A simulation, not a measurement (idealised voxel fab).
process module | voxel tone inversion
cross-section cut | 155 nm wide | cells 5 nm
A cross-section is a grid of square cells, given in bands from the top down. A band is one or more rows of cells.
Each band's line starts with the height of the band's top and of its bottom, in nm. Then come its materials from left to right, each with its width in nm. One material with "throughout" fills the band from edge to edge. "air" is empty space.
Height 0 is the level under which the wafer as received is all one material. The lowest band goes on downwards, as in "0 down".
A width such as "30 to 40" changes by the same amount from each row of cells to the next, from the band's top row to its bottom row.
"no change" after a step means that no cell of the cross-section changed.
closed voids: empty space of 8 cells or more with no open way to the top, each as width x height at its distance from the left edge, in nm
after a step's settings: what the simulator itself notes on the step
overlay nm, on a step with a mask: how far to the right of its planned place the mask lay; to the left if negative
plan
1 op RECEIVE | material Si
2 op CONFORMAL_DEP | material SiCN | thk nm 10
3 op DIRECTIONAL_DEP | material aC | thk nm 25
4 op PATTERN | tone cover | mask id POSTS | material resist | width nm 15 | pitch nm 40 | thk nm 30 | overlay nm 0
5 op DIRECTIONAL_ETCH | etch materials aC | depth nm 25
6 op STRIP | etch materials resist
7 op FILL_DEP | material lowk | thk nm 5
8 op CMP | height nm 35
9 op STRIP | etch materials aC
varied across the wafers: width nm of step 4. The plan shows the first wafer's value. All wafers start alike
first wafer as received, after step 1
  0 down: Si throughout
  closed voids: none
first wafer at the end, after step 9
  35 to 10: lowk 30 | air 15 | lowk 25 | air 15 | lowk 25 | air 15 | lowk 30
  10 to 0: SiCN throughout
  0 down: Si throughout
  closed voids: none
last wafer at the end
  35 to 10: lowk 25 | air 25 | lowk 15 | air 25 | lowk 15 | air 25 | lowk 25
  10 to 0: SiCN throughout
  0 down: Si throughout
  closed voids: none
each wafer at the end: cells of each material gained (+) or lost (-) since it was received, then its closed voids
width nm 15 | +62 SiCN | +110 lowk | closed voids: none
width nm 20 | +62 SiCN | +95 lowk | closed voids: none
width nm 25 | +62 SiCN | +80 lowk | closed voids: none
